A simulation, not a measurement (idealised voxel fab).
A process module follows: voxel capacitor over wiring.
In the cross-section labelled cut, the width is 225 nm and each square cell is 5 nm.
Cross-section, as written here: a square-cell grid given band by band from the top down, where a band holds one or more rows of cells.
Heads up on the band format: heights come first, top then bottom, in nm. After that it's the materials left to right, each with its width in nm. A single material flagged "everywhere" fills the whole band edge to edge, and "blank" means there's empty space there.
Note: height 0 marks the level under which the wafer is uniformly one material as received. Lowest band unbounded below, written "0 nm and below".
Think of "30 to 40" as a width that walks from the first number to the second as you go down the band, top row to bottom row, taking equal-sized steps from row to row.
"no modifications" (step): cross-section cells unchanged, all of them.
"Sealed void inventory" lists enclosed empty spaces (at least 8 cells, no open path upward to the top), each as width x height at distance from the left edge, in nm.
What comes after the settings on a step's line is commentary from the simulator itself on that step.
"overlay nm" answers the question of how far to the right of plan the mask lay on a step that has a mask, and when it is negative the answer is to the left.

PROCESS STEPS (PLANNED)
step 1: RECEIVE with material Si
step 2: CONFORMAL_DEP with material SiO2, thk nm 10
step 3: DIRECTIONAL_DEP with material TiN, thk nm 5
step 4: DIRECTIONAL_DEP with material Ru, thk nm 20
step 5: PATTERN with tone cover, mask id METAL_1, material resist, width nm 25, pitch nm 85, thk nm 15, overlay nm 0
step 6: DIRECTIONAL_ETCH with etch materials Ru, depth nm 20
step 7: DIRECTIONAL_ETCH with etch materials TiN, depth nm 5
step 8: STRIP with etch materials resist
step 9: CONFORMAL_DEP with material SiN, thk nm 5
step 10: FILL_DEP with material SiO2, thk nm 5
step 11: CMP with height nm 35
step 12: CONFORMAL_DEP with material SiCN, thk nm 5
step 13: DIRECTIONAL_DEP with material lowk, thk nm 20
step 14: DIRECTIONAL_DEP with material aC, thk nm 15
step 15: PATTERN with tone open, mask id PLUG_1, material resist, width nm 15, thk nm 30, overlay nm 0
step 16: DIRECTIONAL_ETCH with etch materials aC, depth nm 15
step 17: STRIP with etch materials resist
step 18: DIRECTIONAL_ETCH with etch materials lowk, depth nm 20
step 19: DIRECTIONAL_ETCH with etch materials SiCN, depth nm 5
step 20: STRIP with etch materials aC
step 21: CONFORMAL_DEP with material TiN, thk nm 5
step 22: FILL_DEP with material W, thk nm 5
step 23: CMP with height nm 60
step 24: DIRECTIONAL_DEP with material TiN, thk nm 10
step 25: DIRECTIONAL_DEP with material SiN, thk nm 5
step 26: DIRECTIONAL_DEP with material TiN, thk nm 10
step 27: MASKED_ETCH with tone cover, mask id UPPER_PLATE, width nm 65, etch materials TiN, depth nm 10, overlay nm 0
step 28: MASKED_ETCH with tone cover, mask id UPPER_PLATE, width nm 65, etch materials SiN, depth nm 5, overlay nm 0
step 29: DIRECTIONAL_DEP with material aC, thk nm 15
step 30: PATTERN with tone cover, mask id LOWER_PLATE, material resist, width nm 75, thk nm 30, overlay nm 0
step 31: DIRECTIONAL_ETCH with etch materials aC, depth nm 15
step 32: STRIP with etch materials resist
step 33: DIRECTIONAL_ETCH with etch materials TiN, depth nm 10
step 34: STRIP with etch materials aC
step 35: FILL_DEP with material SiO2, thk nm 15
step 36: CMP with height nm 95
step 37: PATTERN with tone open, mask id PLUG_2, material resist, width nm 15, thk nm 15, overlay nm 0
step 38: DIRECTIONAL_ETCH with etch materials SiO2, depth nm 10
step 39: STRIP with etch materials resist
step 40: CONFORMAL_DEP with material TiN, thk nm 5
step 41: FILL_DEP with material Cu, thk nm 10
step 42: CMP with height nm 95
step 43: CONFORMAL_DEP with material SiCN, thk nm 5

DELIVERED WAFER IN CROSS-SECTION: STATE AFTER STEP 1
- 0 nm and below  Si everywhere
- Sealed void inventory: none

ONE MISTAKE IN RUNNING THE MODULE, OTHERWISE START AND PLAN AS ABOVE: CROSS-SECTION AT THE END
- 100 nm to 95 nm  SiCN everywhere
- 95 nm to 90 nm  SiO2 75 | TiN 5 | Cu 5 | TiN 5 | SiO2 135
- 90 nm to 85 nm  SiO2 75 | TiN 15 | SiO2 135
- 85 nm to 75 nm  SiO2 65 | TiN 65 | SiO2 95
- 75 nm to 70 nm  SiO2 65 | SiN 65 | SiO2 95
- 70 nm to 60 nm  SiO2 60 | TiN 75 | SiO2 90
- 60 nm to 40 nm  lowk 65 | TiN 5 | W 5 | TiN 5 | lowk 145
- 40 nm to 35 nm  SiCN 65 | TiN 15 | SiCN 145
- 35 nm to 15 nm  SiO2 50 | SiN 5 | Ru 25 | SiN 5 | SiO2 50 | SiN 5 | Ru 25 | SiN 5 | SiO2 55
- 15 nm to 10 nm  SiN 55 | TiN 25 | SiN 60 | TiN 25 | SiN 60
- 10 nm to 0 nm  W everywhere
- 0 nm and below  Si everywhere
- Sealed void inventory: none
So what did we get wrong on this run? step 2 changed vs plan, executed as CONFORMAL_DEP with material W, thk nm 10
